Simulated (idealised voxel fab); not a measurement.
process module | voxel self aligned vias
cross-section cut | 295 nm wide | cells 5 nm
A cross-section is a grid of square cells, given in bands from the top down. A band is one or more rows of cells.
Each band's line starts with the height of the band's top and of its bottom, in nm. Then come its materials from left to right, each with its width in nm. One material with "throughout" fills the band from edge to edge. "air" is empty space.
Height 0 is the level under which the wafer as received is all one material. The lowest band goes on downwards, as in "0 down".
A width such as "30 to 40" changes by the same amount from each row of cells to the next, from the band's top row to its bottom row.
"no change" after a step means that no cell of the cross-section changed.
closed voids: empty space of 8 cells or more with no open way to the top, each as width x height at its distance from the left edge, in nm
after a step's settings: what the simulator itself notes on the step
overlay nm, on a step with a mask: how far to the right of its planned place the mask lay; to the left if negative
plan
1 op RECEIVE | material Si
2 op CONFORMAL_DEP | material SiO2 | thk nm 10
3 op CONFORMAL_DEP | material SiCN | thk nm 5
4 op DIRECTIONAL_DEP | material SiO2 | thk nm 20
5 op MASKED_ETCH | tone open | mask id LINES | width nm 15 | pitch nm 55 | etch materials SiO2 | depth nm 20 | overlay nm 0
6 op CONFORMAL_DEP | material TiN | thk nm 5
7 op FILL_DEP | material Ru | thk nm 5
8 op CMP | height nm 35
9 op SELECTIVE_ETCH | etch materials W Ru TiN | depth nm 5
10 op FILL_DEP | material SiN | thk nm 10
11 op CMP | height nm 35
12 op DIRECTIONAL_DEP | material SiO2 | thk nm 15
13 op DIRECTIONAL_DEP | material aC | thk nm 15
14 op PATTERN | tone open | mask id VIAS | material resist | width nm 35 | pitch nm 55 | thk nm 35 | overlay nm 0
15 op DIRECTIONAL_ETCH | etch materials aC | depth nm 15
16 op STRIP | etch materials resist
17 op DIRECTIONAL_ETCH | etch materials SiO2 | depth nm 15
18 op DIRECTIONAL_ETCH | etch materials SiN | depth nm 5
19 op STRIP | etch materials aC
20 op CONFORMAL_DEP | material TiN | thk nm 5
21 op FILL_DEP | material Ru | thk nm 10
22 op CMP | height nm 50
23 op CONFORMAL_DEP | material SiN | thk nm 5
varied across the wafers: width nm of step 5. The plan shows the first wafer's value. All wafers start alike
first wafer as received, after step 1
  0 down: Si throughout
  closed voids: none
each wafer at the end: cells of each material gained (+) or lost (-) since it was received, then its closed voids
width nm 15 | +26 Ru | +59 SiCN | +59 SiN | +465 SiO2 | +40 TiN | closed voids: none
width nm 20 | +32 Ru | +59 SiCN | +59 SiN | +457 SiO2 | +42 TiN | closed voids: none
width nm 25 | +38 Ru | +59 SiCN | +59 SiN | +449 SiO2 | +44 TiN | closed voids: none
width nm 30 | +44 Ru | +59 SiCN | +59 SiN | +441 SiO2 | +46 TiN | closed voids: none
width nm 35 | +50 Ru | +59 SiCN | +59 SiN | +433 SiO2 | +48 TiN | closed voids: none
width nm 40 | +54 Ru | +59 SiCN | +61 SiN | +425 SiO2 | +50 TiN | closed voids: none
